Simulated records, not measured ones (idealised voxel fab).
Process module heading - voxel tone inversion
Pictured: cross-section cut, 210 nm wide, on a grid of 5 nm square cells.
The cross-sections in this document take the form of a grid made of square cells. They are written out as bands, in order from top to bottom. Each band consists of one or more rows of cells.
Look at the band entry: it leads with the top's height and the bottom's height in nm. Then it lists the materials left to right, with a width in nm for each. The word "throughout" on a single material says that material fills the band edge to edge. The word "empty" is empty space.
Convention: height 0 is the level below which the wafer, as received, is all one material. The lowest band does not terminate at the bottom but continues downward, represented as "from 0 down".
The expression "30->40" gives the width at the extremes of the band, the first number at its top row of cells and the second at its bottom row, with the width changing by equal amounts from each row to the next in between.
Where a step carries "nothing different", the cross-section came out of it unchanged, cell for cell.
The list in "Enclosed internal cavities" covers empty spaces of 8 cells or more that cannot reach the top through any open way, and it gives each as width x height at distance; the distance is from the left edge, and width, height and distance are in nm.
Heads up: the bit after the settings on a step's line is the simulator's remark on that step.
If you see "overlay nm" on a step's line and that step has a mask, it's telling you how far right of where it was planned the mask ended up; a negative number means it went left instead.
**The process steps that were planned are listed below**
1 RECEIVE [material Si]
2 CONFORMAL_DEP [material SiCN] [thk nm 10]
3 DIRECTIONAL_DEP [material polySi] [thk nm 15]
4 PATTERN [tone cover] [mask id POSTS] [material resist] [width nm 15] [pitch nm 35] [thk nm 25] [overlay nm 0]
5 DIRECTIONAL_ETCH [etch materials polySi] [depth nm 15]
6 STRIP [etch materials resist]
7 FILL_DEP [material lowk] [thk nm 10]
8 CMP [height nm 25]
9 STRIP [etch materials polySi]
10 CONFORMAL_DEP [material TiN] [thk nm 5]
11 FILL_DEP [material W] [thk nm 5]
12 CMP [height nm 25]
13 CONFORMAL_DEP [material SiCN] [thk nm 5]
**The first of a set of two wafers, run to plan**
**As-received wafer cross-section (after step 1)**
* from 0 down: Si throughout
* Enclosed internal cavities: none
**Wafer section view after processing step 2**
* from 10 to 0: SiCN throughout
* Below 0 it's all the same as before, nothing changed down there.
**Wafer section view after processing step 3**
* from 25 to 10: polySi throughout
* Below 10 it's all the same as before, nothing changed down there.
**Wafer section view after processing step 4**
* from 50 to 25: empty (80)  resist (15)  empty (20)  resist (15)  empty (80)
* Below 25 it's all the same as before, nothing changed down there.
**Wafer section view after processing step 5**
* from 50 to 25: empty (80)  resist (15)  empty (20)  resist (15)  empty (80)
* from 25 to 10: empty (80)  polySi (15)  empty (20)  polySi (15)  empty (80)
* Below 10 it's all the same as before, nothing changed down there.
**Wafer section view after processing step 6**
* from 25 to 10: empty (80)  polySi (15)  empty (20)  polySi (15)  empty (80)
* Below 10 it's all the same as before, nothing changed down there.
**Wafer section view after processing step 7**
* from 35 to 25: lowk throughout
* from 25 to 10: lowk (80)  polySi (15)  lowk (20)  polySi (15)  lowk (80)
* Below 10 it's all the same as before, nothing changed down there.
**Wafer section view after processing step 8**
* from 25 to 10: lowk (80)  polySi (15)  lowk (20)  polySi (15)  lowk (80)
* Below 10 it's all the same as before, nothing changed down there.
**Wafer section view after processing step 9**
* from 25 to 10: lowk (80)  empty (15)  lowk (20)  empty (15)  lowk (80)
* Below 10 it's all the same as before, nothing changed down there.
**Wafer section view after processing step 10**
* from 30 to 25: TiN (85)  empty (5)  TiN (30)  empty (5)  TiN (85)
* from 25 to 15: lowk (80)  TiN (5)  empty (5)  TiN (5)  lowk (20)  TiN (5)  empty (5)  TiN (5)  lowk (80)
* from 15 to 10: lowk (80)  TiN (15)  lowk (20)  TiN (15)  lowk (80)
* Below 10 it's all the same as before, nothing changed down there.
**Wafer section view after processing step 11**
* from 35 to 30: W throughout
* from 30 to 25: TiN (85)  W (5)  TiN (30)  W (5)  TiN (85)
* from 25 to 15: lowk (80)  TiN (5)  W (5)  TiN (5)  lowk (20)  TiN (5)  W (5)  TiN (5)  lowk (80)
* Below 15 it's all the same as before, nothing changed down there.
**Wafer section view after processing step 12**
* from 25 to 15: lowk (80)  TiN (5)  W (5)  TiN (5)  lowk (20)  TiN (5)  W (5)  TiN (5)  lowk (80)
* Below 15 it's all the same as before, nothing changed down there.
**Wafer section view after processing step 13**
* from 30 to 25: SiCN throughout
* Below 25 it's all the same as before, nothing changed down there.
**Second Wafer (Identical Start and Plan, One Processing Error; Matches First Wafer Through Step 1)**
**The second wafer in cross-section, at the planned close of step 2**
* from 15 to 0: polySi throughout
* Below 0 it's all the same as before, nothing changed down there.
**The second wafer in cross-section, at the planned close of step 3**
* from 25 to 15: SiCN throughout
* Below 15 it's all the same as before, nothing changed down there.
**The second wafer in cross-section, at the planned close of step 4**
* from 50 to 25: empty (80)  resist (15)  empty (20)  resist (15)  empty (80)
* Below 25 it's all the same as before, nothing changed down there.
The second wafer in cross-section, at the planned close of step 5: nothing different
**The second wafer in cross-section, at the planned close of step 6**
* from 25 to 15: SiCN throughout
* Below 15 it's all the same as before, nothing changed down there.
**The second wafer in cross-section, at the planned close of step 7**
* from 35 to 25: lowk throughout
* Below 25 it's all the same as before, nothing changed down there.
**The second wafer in cross-section, at the planned close of step 8**
* from 25 to 15: SiCN throughout
* Below 15 it's all the same as before, nothing changed down there.
The second wafer in cross-section, at the planned close of step 9: nothing different
**The second wafer in cross-section, at the planned close of step 10**
* from 30 to 25: TiN throughout
* Below 25 it's all the same as before, nothing changed down there.
**The second wafer in cross-section, at the planned close of step 11**
* from 35 to 30: W throughout
* Below 30 it's all the same as before, nothing changed down there.
**The second wafer in cross-section, at the planned close of step 12**
* from 25 to 15: SiCN throughout
* Below 15 it's all the same as before, nothing changed down there.
**The second wafer in cross-section, at the planned close of step 13**
* from 30 to 15: SiCN throughout
* Below 15 it's all the same as before, nothing changed down there.
Want to know what went wrong? steps 2 and 3 traded places in the executed sequence
The final cell counts differ between the wafers, with the second having more or fewer of some materials than the first: TiN: 14 fewer, W: 4 fewer, lowk: 108 fewer, polySi: 126 more
